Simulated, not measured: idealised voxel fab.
process module | voxel air gaps
cross-section cut | 285 nm wide | cells 5 nm
A cross-section is a grid of square cells, given in bands from the top down. A band is one or more rows of cells.
Each band's line starts with the height of the band's top and of its bottom, in nm. Then come its materials from left to right, each with its width in nm. One material with "throughout" fills the band from edge to edge. "air" is empty space.
Height 0 is the level under which the wafer as received is all one material. The lowest band goes on downwards, as in "0 down".
A width such as "30 to 40" changes by the same amount from each row of cells to the next, from the band's top row to its bottom row.
"no change" after a step means that no cell of the cross-section changed.
closed voids: empty space of 8 cells or more with no open way to the top, each as width x height at its distance from the left edge, in nm
after a step's settings: what the simulator itself notes on the step
overlay nm, on a step with a mask: how far to the right of its planned place the mask lay; to the left if negative
plan
1 op RECEIVE | material Si
2 op CONFORMAL_DEP | material SiO2 | thk nm 5
3 op CONFORMAL_DEP | material SiN | thk nm 5
4 op DIRECTIONAL_DEP | material SiO2 | thk nm 30
5 op DIRECTIONAL_DEP | material aC | thk nm 15
6 op PATTERN | tone open | mask id LINES | material resist | width nm 25 | pitch nm 50 | thk nm 30 | overlay nm 0
7 op DIRECTIONAL_ETCH | etch materials aC | depth nm 15
8 op STRIP | etch materials resist
9 op DIRECTIONAL_ETCH | etch materials SiO2 | depth nm 30
10 op STRIP | etch materials aC
11 op CONFORMAL_DEP | material TiN | thk nm 5
12 op FILL_DEP | material Cu | thk nm 5
13 op CMP | height nm 45
14 op EPI | material Ru | thk nm 10
15 op SELECTIVE_ETCH | etch materials SiO2 | depth nm 40
16 op CONFORMAL_DEP | material SiN | thk nm 5
varied across the wafers: thk nm of step 2. The plan shows the first wafer's value. All wafers start alike
first wafer as received, after step 1
  0 down: Si throughout
  closed voids: none
each wafer at the end: cells of each material gained (+) or lost (-) since it was received, then its closed voids
thk nm 5 | +72 Cu | +114 Ru | +114 SiN | +279 SiO2 | +105 TiN | closed voids: none
thk nm 10 | +60 Cu | +72 Ru | +198 SiN | +114 SiO2 | +60 TiN | closed voids: 15 x 20 at 85; 15 x 20 at 135; 15 x 20 at 185
thk nm 15 | +48 Cu | +72 Ru | +190 SiN | +171 SiO2 | +52 TiN | closed voids: 15 x 15 at 85; 15 x 15 at 135; 15 x 15 at 185
thk nm 20 | +36 Cu | +72 Ru | +182 SiN | +228 SiO2 | +44 TiN | closed voids: none
thk nm 25 | +24 Cu | +72 Ru | +174 SiN | +285 SiO2 | +36 TiN | closed voids: none
